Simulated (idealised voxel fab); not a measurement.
The following process module bears the name voxel tone inversion.
Each square cell in cross-section cut measures 5 nm, and the section as a whole is 295 nm wide.
In what follows, cross-sections appear as grids of square cells, described through bands that run from the top down, where every band is one or more rows of cells.
Look at the band entry: it leads with the top's height and the bottom's height in nm. Then it lists the materials left to right, with a width in nm for each. The word "edge to edge" on a single material says that material fills the band edge to edge. The word "air" is empty space.
Height reference: 0 = level under which incoming wafer is all one material. Lowest band: no bottom, runs on downward, e.g. "top 0, no bottom".
Quick explanation for "30->40": the width changes in equal steps down the rows of cells, from the first number in the band's top row to the second number in its bottom row.
It should be understood that the words "nothing changed", when stated for a given step, signify that the cross-section underwent no change in any of its cells during that step.
Voids not open to the top, 8 cells minimum: see "Voids, fully enclosed". Written width x height at distance; distance is from the left edge; nm.
On each step's line, the part that comes after the settings is the simulator's own comment on the step.
A step line may carry the setting "overlay nm", which, for steps involving a mask, states the distance by which the mask lay to the right of its intended position; negative values denote displacement to the left.

Planned process steps:
1. op RECEIVE | material Si
2. op CONFORMAL_DEP | material SiN | thk nm 10
3. op DIRECTIONAL_DEP | material polySi | thk nm 15
4. op PATTERN | tone cover | mask id POSTS | material resist | width nm 15 | pitch nm 40 | thk nm 25 | overlay nm 0
5. op DIRECTIONAL_ETCH | etch materials polySi | depth nm 15
6. op STRIP | etch materials resist
7. op FILL_DEP | material lowk | thk nm 5
8. op CMP | height nm 25
9. op STRIP | etch materials polySi
10. op CONFORMAL_DEP | material TiN | thk nm 5
11. op FILL_DEP | material Ru | thk nm 5
12. op CMP | height nm 25
13. op CONFORMAL_DEP | material SiN | thk nm 5

first wafer, as planned:

Received-state cross-section, reflecting completion of step 1:
	top 0, no bottom  Si edge to edge
	Voids, fully enclosed: none

Sectional view: wafer, after step 2:
	top 10, bottom 0  SiN edge to edge
	At heights below 0, the structure remains unaltered.

Sectional view: wafer, after step 3:
	top 25, bottom 10  polySi edge to edge
	At heights below 10, the structure remains unaltered.

Sectional view: wafer, after step 4:
	top 50, bottom 25  air (120); resist (15); air (25); resist (15); air (120)
	At heights below 25, the structure remains unaltered.

Sectional view: wafer, after step 5:
	top 50, bottom 25  air (120); resist (15); air (25); resist (15); air (120)
	top 25, bottom 10  air (120); polySi (15); air (25); polySi (15); air (120)
	At heights below 10, the structure remains unaltered.

Sectional view: wafer, after step 6:
	top 25, bottom 10  air (120); polySi (15); air (25); polySi (15); air (120)
	At heights below 10, the structure remains unaltered.

Sectional view: wafer, after step 7:
	top 30, bottom 25  lowk edge to edge
	top 25, bottom 10  lowk (120); polySi (15); lowk (25); polySi (15); lowk (120)
	At heights below 10, the structure remains unaltered.

Sectional view: wafer, after step 8:
	top 25, bottom 10  lowk (120); polySi (15); lowk (25); polySi (15); lowk (120)
	At heights below 10, the structure remains unaltered.

Sectional view: wafer, after step 9:
	top 25, bottom 10  lowk (120); air (15); lowk (25); air (15); lowk (120)
	At heights below 10, the structure remains unaltered.

Sectional view: wafer, after step 10:
	top 30, bottom 25  TiN (125); air (5); TiN (35); air (5); TiN (125)
	top 25, bottom 15  lowk (120); TiN (5); air (5); TiN (5); lowk (25); TiN (5); air (5); TiN (5); lowk (120)
	top 15, bottom 10  lowk (120); TiN (15); lowk (25); TiN (15); lowk (120)
	At heights below 10, the structure remains unaltered.

Sectional view: wafer, after step 11:
	top 35, bottom 30  Ru edge to edge
	top 30, bottom 25  TiN (125); Ru (5); TiN (35); Ru (5); TiN (125)
	top 25, bottom 15  lowk (120); TiN (5); Ru (5); TiN (5); lowk (25); TiN (5); Ru (5); TiN (5); lowk (120)
	At heights below 15, the structure remains unaltered.

Sectional view: wafer, after step 12:
	top 25, bottom 15  lowk (120); TiN (5); Ru (5); TiN (5); lowk (25); TiN (5); Ru (5); TiN (5); lowk (120)
	At heights below 15, the structure remains unaltered.

Sectional view: wafer, after step 13:
	top 30, bottom 25  SiN edge to edge
	At heights below 25, the structure remains unaltered.

The remaining wafer, second of the two, started like the first and was run to the same plan, except that one mistake was made along the way; the two coincide through step 5, inclusive:

Cross-section, second wafer, at the end time the plan gives for step 6:
	top 25, bottom 10  air (120); polySi (15); air (25); polySi (15); air (120)
	At heights below 10, the structure remains unaltered.

Cross-section, second wafer, at the end time the plan gives for step 7:
	top 30, bottom 25  lowk edge to edge
	top 25, bottom 10  lowk (120); polySi (15); lowk (25); polySi (15); lowk (120)
	At heights below 10, the structure remains unaltered.

Cross-section, second wafer, at the end time the plan gives for step 8:
	top 25, bottom 10  lowk (120); polySi (15); lowk (25); polySi (15); lowk (120)
	At heights below 10, the structure remains unaltered.

Cross-section, second wafer, at the end time the plan gives for step 9:
	top 25, bottom 10  lowk (120); air (15); lowk (25); air (15); lowk (120)
	At heights below 10, the structure remains unaltered.

Cross-section, second wafer, at the end time the plan gives for step 10:
	top 30, bottom 25  TiN (125); air (5); TiN (35); air (5); TiN (125)
	top 25, bottom 15  lowk (120); TiN (5); air (5); TiN (5); lowk (25); TiN (5); air (5); TiN (5); lowk (120)
	top 15, bottom 10  lowk (120); TiN (15); lowk (25); TiN (15); lowk (120)
	At heights below 10, the structure remains unaltered.

Cross-section, second wafer, at the end time the plan gives for step 11:
	top 35, bottom 30  Ru edge to edge
	top 30, bottom 25  TiN (125); Ru (5); TiN (35); Ru (5); TiN (125)
	top 25, bottom 15  lowk (120); TiN (5); Ru (5); TiN (5); lowk (25); TiN (5); Ru (5); TiN (5); lowk (120)
	At heights below 15, the structure remains unaltered.

Cross-section, second wafer, at the end time the plan gives for step 12:
	top 25, bottom 15  lowk (120); TiN (5); Ru (5); TiN (5); lowk (25); TiN (5); Ru (5); TiN (5); lowk (120)
	At heights below 15, the structure remains unaltered.

Cross-section, second wafer, at the end time the plan gives for step 13:
	top 30, bottom 25  SiN edge to edge
	At heights below 25, the structure remains unaltered.
Run error: step 6 of the plan saw execution twice
Since the two wafers finish with cross-sections that are the same, nothing this model computes is changed by the mistake.
